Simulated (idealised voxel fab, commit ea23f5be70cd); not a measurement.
process module | voxel released beams
cross-section cut | 250 nm wide | cells 5 nm
A cross-section is a grid of square cells, given in bands from the top down. A band is one or more rows of cells.
Each band's line starts with the height of the band's top and of its bottom, in nm. Then come its materials from left to right, each with its width in nm. One material with "throughout" fills the band from edge to edge. "air" is empty space.
Height 0 is the level under which the wafer as received is all one material. The lowest band goes on downwards, as in "0 down".
A width such as "30 to 40" changes by the same amount from each row of cells to the next, from the band's top row to its bottom row.
"no change" after a step means that no cell of the cross-section changed.
closed voids: empty space of 8 cells or more with no open way to the top, each as width x height at its distance from the left edge, in nm
after a step's settings: what the simulator itself notes on the step
overlay nm, on a step with a mask: how far to the right of its planned place the mask lay; to the left if negative
plan
1 op RECEIVE | material Si
2 op CONFORMAL_DEP | material SiN | thk nm 5
3 op DIRECTIONAL_DEP | material SiO2 | thk nm 10
4 op PATTERN | tone open | mask id ANCHOR | material resist | width nm 25 | thk nm 15 | overlay nm 0
5 op DIRECTIONAL_ETCH | etch materials SiO2 | depth nm 10
6 op STRIP | etch materials resist
7 op CONFORMAL_DEP | material W | thk nm 10
8 op DIRECTIONAL_DEP | material aC | thk nm 10
9 op PATTERN | tone cover | mask id BEAM | material resist | width nm 70 | thk nm 25 | overlay nm 0
10 op DIRECTIONAL_ETCH | etch materials aC | depth nm 10
11 op STRIP | etch materials resist
12 op DIRECTIONAL_ETCH | etch materials W | depth nm 10
13 op STRIP | etch materials aC
14 op STRIP | etch materials SiO2
as received, after step 1
  0 down: Si throughout
  closed voids: none
a wafer at the end: this start, this plan, one mistake
  25 to 15: air 90 | W 10 | air 5 | W 50 | air 95
  15 to 5: air 90 | W 25 | air 135
  5 to 0: SiN throughout
  0 down: Si throughout
  closed voids: none
what went wrong: step 9 ran as: op PATTERN | tone cover | mask id BEAM | material resist | width nm 65 | thk nm 25 | overlay nm 0
